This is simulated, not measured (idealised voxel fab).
Process module heading - voxel wiring stack
Each square cell in cross-section cut measures 5 nm, and the section as a whole is 260 nm wide.
Notation: cross-section as square-cell grid; stated in bands, top first, going down; one or more cell rows per band.
Top height, bottom height, nm. Materials left to right, width each, nm. Single material + "everywhere" = fills band edge to edge. "blank" = empty.
Measure heights from 0. That's the level where, below it, the as-received wafer is all one material. The lowest band is bottomless and extends downward; write it as in "from 0 down".
A width such as "30 to 40" changes by the same amount from each row of cells to the next, from the band's top row to its bottom row.
"nothing got changed" for a step: no cell of the cross-section changed in that step.
Enclosed internal cavities: empty space of 8 cells or more with no open way to the top, each as width x height at its distance from the left edge, in nm
Where a step's line continues beyond its settings, the continuation is a remark by the simulator itself on that step.
A step's line can hold "overlay nm"; with a mask on that step, the setting says how far right of the planned place the mask lay, while a negative setting says it lay to the left.
**Listed below are the process steps as planned**
1,op RECEIVE | material Si
2,op CONFORMAL_DEP | material SiO2 | thk nm 15
3,op DIRECTIONAL_DEP | material TiN | thk nm 5
4,op DIRECTIONAL_DEP | material W | thk nm 20
5,op PATTERN | tone cover | mask id METAL_1 | material resist | width nm 20 | pitch nm 45 | thk nm 15 | overlay nm 0
6,op DIRECTIONAL_ETCH | etch materials W | depth nm 20
7,op DIRECTIONAL_ETCH | etch materials TiN | depth nm 5
8,op STRIP | etch materials resist
9,op FILL_DEP | material SiO2 | thk nm 10
10,op CMP | height nm 40
11,op CONFORMAL_DEP | material SiCN | thk nm 5
12,op DIRECTIONAL_DEP | material lowk | thk nm 30
13,op DIRECTIONAL_DEP | material aC | thk nm 10
14,op PATTERN | tone open | mask id METAL_2_HOLES | material resist | width nm 15 | pitch nm 90 | thk nm 30 | overlay nm 0
15,op DIRECTIONAL_ETCH | etch materials aC | depth nm 10
16,op STRIP | etch materials resist
17,op DIRECTIONAL_ETCH | etch materials lowk | depth nm 30
18,op STRIP | etch materials aC
19,op PATTERN | tone open | mask id METAL_2 | material resist | width nm 20 | pitch nm 45 | thk nm 15 | overlay nm 0
20,op DIRECTIONAL_ETCH | etch materials lowk | depth nm 20
21,op DIRECTIONAL_ETCH | etch materials SiCN | depth nm 5
22,op STRIP | etch materials resist
23,op CONFORMAL_DEP | material TiN | thk nm 5
24,op FILL_DEP | material Ru | thk nm 5
25,op CMP | height nm 75
26,op CONFORMAL_DEP | material SiCN | thk nm 5
27,op DIRECTIONAL_DEP | material lowk | thk nm 10
28,op DIRECTIONAL_DEP | material aC | thk nm 15
29,op PATTERN | tone open | mask id PLUG_2 | material resist | width nm 15 | pitch nm 45 | thk nm 30 | overlay nm 0
30,op DIRECTIONAL_ETCH | etch materials aC | depth nm 15
31,op STRIP | etch materials resist
32,op DIRECTIONAL_ETCH | etch materials lowk | depth nm 10
33,op DIRECTIONAL_ETCH | etch materials SiCN | depth nm 5
34,op STRIP | etch materials aC
35,op CONFORMAL_DEP | material TiN | thk nm 5
36,op FILL_DEP | material Ru | thk nm 10
37,op CMP | height nm 90
38,op DIRECTIONAL_DEP | material TiN | thk nm 5
39,op DIRECTIONAL_DEP | material W | thk nm 15
40,op PATTERN | tone cover | mask id METAL_3 | material resist | width nm 20 | pitch nm 45 | thk nm 15 | overlay nm 0
41,op DIRECTIONAL_ETCH | etch materials W | depth nm 15
42,op DIRECTIONAL_ETCH | etch materials TiN | depth nm 5
43,op STRIP | etch materials resist
44,op FILL_DEP | material lowk | thk nm 5
45,op CMP | height nm 110
46,op CONFORMAL_DEP | material SiN | thk nm 5
**As received (post step 1): cross-section**
    from 0 down: Si everywhere
    Enclosed internal cavities: none
**The cross-section shown corresponds to the wafer at the conclusion of the module. The initial structure and the process plan are those presented above; however, one mistake occurred in executing the plan**
    from 115 to 110: SiN everywhere
    from 110 to 95: 50 of lowk  20 of W  25 of lowk  20 of W  25 of lowk  20 of W  25 of lowk  20 of W  55 of lowk
    from 95 to 90: 50 of lowk  20 of TiN  25 of lowk  20 of TiN  25 of lowk  20 of TiN  25 of lowk  20 of TiN  55 of lowk
    from 90 to 80: 45 of lowk  5 of TiN  15 of Ru  5 of TiN  20 of lowk  5 of TiN  15 of Ru  5 of TiN  20 of lowk  5 of TiN  15 of Ru  5 of TiN  20 of lowk  5 of TiN  15 of Ru  5 of TiN  55 of lowk
    from 80 to 75: 45 of SiCN  25 of TiN  20 of SiCN  25 of TiN  20 of SiCN  25 of TiN  20 of SiCN  25 of TiN  55 of SiCN
    from 75 to 60: 50 of lowk  5 of TiN  10 of Ru  5 of TiN  25 of lowk  5 of TiN  10 of Ru  5 of TiN  25 of lowk  5 of TiN  10 of Ru  5 of TiN  25 of lowk  5 of TiN  10 of Ru  5 of TiN  55 of lowk
    from 60 to 55: 50 of lowk  5 of TiN  5 of Ru  10 of TiN  25 of lowk  20 of TiN  25 of lowk  5 of TiN  5 of Ru  10 of TiN  25 of lowk  20 of TiN  55 of lowk
    from 55 to 45: 50 of lowk  5 of TiN  5 of Ru  5 of TiN  75 of lowk  5 of TiN  5 of Ru  5 of TiN  105 of lowk
    from 45 to 40: 50 of SiCN  15 of TiN  75 of SiCN  15 of TiN  105 of SiCN
    from 40 to 20: 50 of SiO2  20 of W  25 of SiO2  20 of W  25 of SiO2  20 of W  25 of SiO2  20 of W  55 of SiO2
    from 20 to 15: 50 of SiO2  20 of TiN  25 of SiO2  20 of TiN  25 of SiO2  20 of TiN  25 of SiO2  20 of TiN  55 of SiO2
    from 15 to 0: SiO2 everywhere
    from 0 down: Si everywhere
    Enclosed internal cavities: none
Where did the run depart from the plan? in deviation from the planned setting, step 29 was conducted as op PATTERN | tone open | mask id PLUG_2 | material resist | width nm 25 | pitch nm 45 | thk nm 30 | overlay nm 0
